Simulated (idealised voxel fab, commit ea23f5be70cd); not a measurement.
Herein follows the process module entitled voxel ribs on slabs.
Shown is cross-section cut, with a width of 250 nm and square cells of size 5 nm.
How to read a cross-section here: the picture is a grid of square cells, written as bands going from the top down, and any band can span one or more rows of cells. The band entry comprises the height of the band's top followed by the height of its bottom, expressed in nm, and subsequently the band's materials from left to right, each stated together with its width in nm. Where a single material is marked with the word "throughout", that material fills the band from edge to edge. The word "empty" represents empty space. Heights are measured from 0, the level below which the as-received wafer is all one material; the lowest band has no bottom and continues downward, written as in "from 0 down". With a width like "30 to 40", each row of cells in the band differs from the next by the same amount, the top row carrying the first number and the bottom row the second. The designation "same as before", where it is given for a processing step, indicates that no cell of the cross-section was altered in the course of that step. "Catalogued sealed voids" lists enclosed empty spaces (at least 8 cells, no open path upward to the top), each as width x height at distance from the left edge, in nm. Step line, after settings: the simulator's comment on this step. overlay nm: how far to the right of its planned place the mask lay on this masked step (negative: to the left).

THE PROCESS STEPS THAT WERE PLANNED ARE LISTED BELOW
1) RECEIVE,material Si
2) DIRECTIONAL_DEP,material SiO2,thk nm 20
3) DIRECTIONAL_DEP,material polySi,thk nm 20
4) MASKED_ETCH,tone cover,mask id RIB,width nm 20,etch materials polySi,depth nm 5,overlay nm 0
5) DIRECTIONAL_DEP,material aC,thk nm 10
6) PATTERN,tone cover,mask id SLAB,material resist,width nm 80,thk nm 30,overlay nm 0
7) DIRECTIONAL_ETCH,etch materials aC,depth nm 10
8) STRIP,etch materials resist
9) DIRECTIONAL_ETCH,etch materials polySi,depth nm 15
10) STRIP,etch materials aC
11) FILL_DEP,material SiO2,thk nm 30
12) CMP,height nm 60
13) DIRECTIONAL_DEP,material W,thk nm 5
14) MASKED_ETCH,tone cover,mask id HEATER,width nm 30,etch materials W,depth nm 5,overlay nm 0
15) CONFORMAL_DEP,material SiN,thk nm 10

INCOMING WAFER, CROSS-SECTIONAL VIEW, POST STEP 1
> from 0 down | Si throughout
> Catalogued sealed voids: none

END STATE OF THE MODULE IN CROSS-SECTION, GIVEN THE ABOVE STARTING POINT AND PLAN AND ONE MISTAKE IN EXECUTION
> from 75 to 70 | 100 nm empty; 50 nm SiN; 100 nm empty
> from 70 to 65 | SiN throughout
> from 65 to 60 | 110 nm SiN; 30 nm W; 110 nm SiN
> from 60 to 20 | SiO2 throughout
> from 20 to 0 | polySi throughout
> from 0 down | Si throughout
> Catalogued sealed voids: none
Diagnosis: contrary to the plan, steps 2 and 3 were processed in exchanged order
